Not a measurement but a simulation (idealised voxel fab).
The process module presented herein is designated voxel self aligned contacts.
Each square cell in cross-section cut measures 5 nm, and the section as a whole is 280 nm wide.
The cross-sections in this document take the form of a grid made of square cells. They are written out as bands, in order from top to bottom. Each band consists of one or more rows of cells. Within each band entry, the heights of the top and of the bottom of the band appear first, in that order and in nm; the materials of the band then follow from left to right, each with its corresponding width in nm. The designation "throughout" on a single material indicates that it fills the band from edge to edge; the designation "empty" indicates empty space. Beneath 0, the wafer as received is one material, and that level is where height counting begins. The lowest band goes on downward without a bottom; it is written like "0..down". A width such as "30->40" changes by the same amount from each row of cells to the next, from the band's top row to its bottom row. "stayed the same", as given for a step, is the statement that not any cell of the cross-section underwent a change during that step. So "Closed cavities" is basically the list of trapped voids: any empty space of 8 cells or more that can't reach the top through an opening. They're written width x height at distance, the distance being from the left edge, and it's all nm. On each step's line, the part that comes after the settings is the simulator's own comment on the step. "overlay nm" denotes, for a step that has a mask, the displacement of the mask to the right of its planned place, with negative values corresponding to the left.

**The process steps that were planned are listed below**
1,op RECEIVE | material Si
2,op CONFORMAL_DEP | material SiO2 | thk nm 5
3,op DIRECTIONAL_DEP | material polySi | thk nm 20
4,op DIRECTIONAL_DEP | material SiN | thk nm 15
5,op PATTERN | tone cover | mask id GATE | material resist | width nm 25 | pitch nm 50 | thk nm 20 | overlay nm 0
6,op DIRECTIONAL_ETCH | etch materials SiN | depth nm 15
7,op DIRECTIONAL_ETCH | etch materials polySi | depth nm 20
8,op STRIP | etch materials resist
9,op CONFORMAL_DEP | material SiN | thk nm 5
10,op DIRECTIONAL_ETCH | etch materials SiN | depth nm 5
11,op FILL_DEP | material SiO2 | thk nm 15
12,op CMP | height nm 45
13,op MASKED_ETCH | tone open | mask id CONTACT | width nm 35 | etch materials SiO2 | depth nm 45 | overlay nm 0
14,op CONFORMAL_DEP | material TiN | thk nm 5
15,op FILL_DEP | material W | thk nm 10
16,op CMP | height nm 45
17,op CONFORMAL_DEP | material SiCN | thk nm 5

**On the first of the two wafers: run conducted according to plan**

**Cross-section of the wafer upon arrival, representing the state reached after step 1**
  0..down  Si throughout
  Closed cavities: none

**Presented here is a cross-section of the wafer after step 2 has been performed**
  5..0  SiO2 throughout
  Below 0, the layers are the same as they were.

**Presented here is a cross-section of the wafer after step 3 has been performed**
  25..5  polySi throughout
  Below 5, the layers are the same as they were.

**Presented here is a cross-section of the wafer after step 4 has been performed**
  40..25  SiN throughout
  Below 25, the layers are the same as they were.

**Presented here is a cross-section of the wafer after step 5 has been performed**
  60..40  100 nm empty | 25 nm resist | 25 nm empty | 25 nm resist | 105 nm empty
  Below 40, the layers are the same as they were.

**Presented here is a cross-section of the wafer after step 6 has been performed**
  60..40  100 nm empty | 25 nm resist | 25 nm empty | 25 nm resist | 105 nm empty
  40..25  100 nm empty | 25 nm SiN | 25 nm empty | 25 nm SiN | 105 nm empty
  Below 25, the layers are the same as they were.

**Presented here is a cross-section of the wafer after step 7 has been performed**
  60..40  100 nm empty | 25 nm resist | 25 nm empty | 25 nm resist | 105 nm empty
  40..25  100 nm empty | 25 nm SiN | 25 nm empty | 25 nm SiN | 105 nm empty
  25..5  100 nm empty | 25 nm polySi | 25 nm empty | 25 nm polySi | 105 nm empty
  Below 5, the layers are the same as they were.

**Presented here is a cross-section of the wafer after step 8 has been performed**
  40..25  100 nm empty | 25 nm SiN | 25 nm empty | 25 nm SiN | 105 nm empty
  Below 25, the layers are the same as they were.

**Presented here is a cross-section of the wafer after step 9 has been performed**
  45..25  95 nm empty | 35 nm SiN | 15 nm empty | 35 nm SiN | 100 nm empty
  25..10  95 nm empty | 5 nm SiN | 25 nm polySi | 5 nm SiN | 15 nm empty | 5 nm SiN | 25 nm polySi | 5 nm SiN | 100 nm empty
  10..5  100 nm SiN | 25 nm polySi | 25 nm SiN | 25 nm polySi | 105 nm SiN
  Below 5, the layers are the same as they were.

**Presented here is a cross-section of the wafer after step 10 has been performed**
  40..25  95 nm empty | 35 nm SiN | 15 nm empty | 35 nm SiN | 100 nm empty
  25..5  95 nm empty | 5 nm SiN | 25 nm polySi | 5 nm SiN | 15 nm empty | 5 nm SiN | 25 nm polySi | 5 nm SiN | 100 nm empty
  Below 5, the layers are the same as they were.

**Presented here is a cross-section of the wafer after step 11 has been performed**
  55..40  SiO2 throughout
  40..25  95 nm SiO2 | 35 nm SiN | 15 nm SiO2 | 35 nm SiN | 100 nm SiO2
  25..5  95 nm SiO2 | 5 nm SiN | 25 nm polySi | 5 nm SiN | 15 nm SiO2 | 5 nm SiN | 25 nm polySi | 5 nm SiN | 100 nm SiO2
  Below 5, the layers are the same as they were.

**Presented here is a cross-section of the wafer after step 12 has been performed**
  45..40  SiO2 throughout
  Below 40, the layers are the same as they were.

**Presented here is a cross-section of the wafer after step 13 has been performed**
  45..40  120 nm SiO2 | 35 nm empty | 125 nm SiO2
  40..25  95 nm SiO2 | 35 nm SiN | 15 nm empty | 35 nm SiN | 100 nm SiO2
  25..5  95 nm SiO2 | 5 nm SiN | 25 nm polySi | 5 nm SiN | 15 nm empty | 5 nm SiN | 25 nm polySi | 5 nm SiN | 100 nm SiO2
  5..0  130 nm SiO2 | 15 nm empty | 135 nm SiO2
  Below 0, the layers are the same as they were.

**Presented here is a cross-section of the wafer after step 14 has been performed**
  50..45  125 nm TiN | 25 nm empty | 130 nm TiN
  45..40  120 nm SiO2 | 15 nm TiN | 5 nm empty | 15 nm TiN | 125 nm SiO2
  40..25  95 nm SiO2 | 35 nm SiN | 5 nm TiN | 5 nm empty | 5 nm TiN | 35 nm SiN | 100 nm SiO2
  25..5  95 nm SiO2 | 5 nm SiN | 25 nm polySi | 5 nm SiN | 5 nm TiN | 5 nm empty | 5 nm TiN | 5 nm SiN | 25 nm polySi | 5 nm SiN | 100 nm SiO2
  5..0  130 nm SiO2 | 15 nm TiN | 135 nm SiO2
  Below 0, the layers are the same as they were.

**Presented here is a cross-section of the wafer after step 15 has been performed**
  60..50  W throughout
  50..45  125 nm TiN | 25 nm W | 130 nm TiN
  45..40  120 nm SiO2 | 15 nm TiN | 5 nm W | 15 nm TiN | 125 nm SiO2
  40..25  95 nm SiO2 | 35 nm SiN | 5 nm TiN | 5 nm W | 5 nm TiN | 35 nm SiN | 100 nm SiO2
  25..5  95 nm SiO2 | 5 nm SiN | 25 nm polySi | 5 nm SiN | 5 nm TiN | 5 nm W | 5 nm TiN | 5 nm SiN | 25 nm polySi | 5 nm SiN | 100 nm SiO2
  Below 5, the layers are the same as they were.

**Presented here is a cross-section of the wafer after step 16 has been performed**
  45..40  120 nm SiO2 | 15 nm TiN | 5 nm W | 15 nm TiN | 125 nm SiO2
  Below 40, the layers are the same as they were.

**Presented here is a cross-section of the wafer after step 17 has been performed**
  50..45  SiCN throughout
  Below 45, the layers are the same as they were.

**For the second wafer, take the first wafer's start and plan, then add one mistake made in running it; everything through step 12, that step included, is shared with the first**

**Cross-section, second wafer, at the end time the plan gives for step 13**
  45..40  120 nm SiO2 | 40 nm empty | 120 nm SiO2
  40..25  95 nm SiO2 | 35 nm SiN | 15 nm empty | 35 nm SiN | 100 nm SiO2
  25..5  95 nm SiO2 | 5 nm SiN | 25 nm polySi | 5 nm SiN | 15 nm empty | 5 nm SiN | 25 nm polySi | 5 nm SiN | 100 nm SiO2
  5..0  130 nm SiO2 | 15 nm empty | 135 nm SiO2
  Below 0, the layers are the same as they were.

**Cross-section, second wafer, at the end time the plan gives for step 14**
  50..45  125 nm TiN | 30 nm empty | 125 nm TiN
  45..40  120 nm SiO2 | 15 nm TiN | 5 nm empty | 20 nm TiN | 120 nm SiO2
  40..25  95 nm SiO2 | 35 nm SiN | 5 nm TiN | 5 nm empty | 5 nm TiN | 35 nm SiN | 100 nm SiO2
  25..5  95 nm SiO2 | 5 nm SiN | 25 nm polySi | 5 nm SiN | 5 nm TiN | 5 nm empty | 5 nm TiN | 5 nm SiN | 25 nm polySi | 5 nm SiN | 100 nm SiO2
  5..0  130 nm SiO2 | 15 nm TiN | 135 nm SiO2
  Below 0, the layers are the same as they were.

**Cross-section, second wafer, at the end time the plan gives for step 15**
  60..50  W throughout
  50..45  125 nm TiN | 30 nm W | 125 nm TiN
  45..40  120 nm SiO2 | 15 nm TiN | 5 nm W | 20 nm TiN | 120 nm SiO2
  40..25  95 nm SiO2 | 35 nm SiN | 5 nm TiN | 5 nm W | 5 nm TiN | 35 nm SiN | 100 nm SiO2
  25..5  95 nm SiO2 | 5 nm SiN | 25 nm polySi | 5 nm SiN | 5 nm TiN | 5 nm W | 5 nm TiN | 5 nm SiN | 25 nm polySi | 5 nm SiN | 100 nm SiO2
  Below 5, the layers are the same as they were.

**Cross-section, second wafer, at the end time the plan gives for step 16**
  45..40  120 nm SiO2 | 15 nm TiN | 5 nm W | 20 nm TiN | 120 nm SiO2
  Below 40, the layers are the same as they were.

**Cross-section, second wafer, at the end time the plan gives for step 17**
  50..45  SiCN throughout
  Below 45, the layers are the same as they were.
What was done differently from what was planned? note that step 13 departed from the planned setting and was carried out as op MASKED_ETCH | tone open | mask id CONTACT | width nm 40 | etch materials SiO2 | depth nm 45 | overlay nm 0
Per the end-of-run cell counts, the second wafer holds more or fewer of some materials than the first: -1 SiO2; +1 TiN
